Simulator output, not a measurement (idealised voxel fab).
process module | voxel released beams
cross-section cut | 275 nm wide | cells 5 nm
A cross-section is a grid of square cells, given in bands from the top down. A band is one or more rows of cells.
Each band's line starts with the height of the band's top and of its bottom, in nm. Then come its materials from left to right, each with its width in nm. One material with "throughout" fills the band from edge to edge. "air" is empty space.
Height 0 is the level under which the wafer as received is all one material. The lowest band goes on downwards, as in "0 down".
A width such as "30 to 40" changes by the same amount from each row of cells to the next, from the band's top row to its bottom row.
"no change" after a step means that no cell of the cross-section changed.
closed voids: empty space of 8 cells or more with no open way to the top, each as width x height at its distance from the left edge, in nm
after a step's settings: what the simulator itself notes on the step
overlay nm, on a step with a mask: how far to the right of its planned place the mask lay; to the left if negative
plan
1 op RECEIVE | material Si
2 op CONFORMAL_DEP | material Al2O3 | thk nm 5
3 op DIRECTIONAL_DEP | material SiO2 | thk nm 10
4 op DIRECTIONAL_DEP | material aC | thk nm 15
5 op PATTERN | tone open | mask id ANCHOR | material resist | width nm 45 | thk nm 35 | overlay nm 0
6 op DIRECTIONAL_ETCH | etch materials aC | depth nm 15
7 op STRIP | etch materials resist
8 op DIRECTIONAL_ETCH | etch materials SiO2 | depth nm 10
9 op STRIP | etch materials aC
10 op CONFORMAL_DEP | material polySi | thk nm 15
11 op PATTERN | tone cover | mask id BEAM | material resist | width nm 95 | thk nm 20 | overlay nm 0
12 op DIRECTIONAL_ETCH | etch materials polySi | depth nm 15
13 op STRIP | etch materials resist
14 op STRIP | etch materials SiO2
as received, after step 1
  0 down: Si throughout
  closed voids: none
a wafer at the end: this start, this plan, one mistake
  25 to 15: air 85 | polySi 20 | air 15 | polySi 60 | air 95
  15 to 10: air 85 | polySi 95 | air 95
  10 to 0: air 90 | polySi 45 | air 140
  0 down: Si throughout
  closed voids: none
what went wrong: step 2 was left out
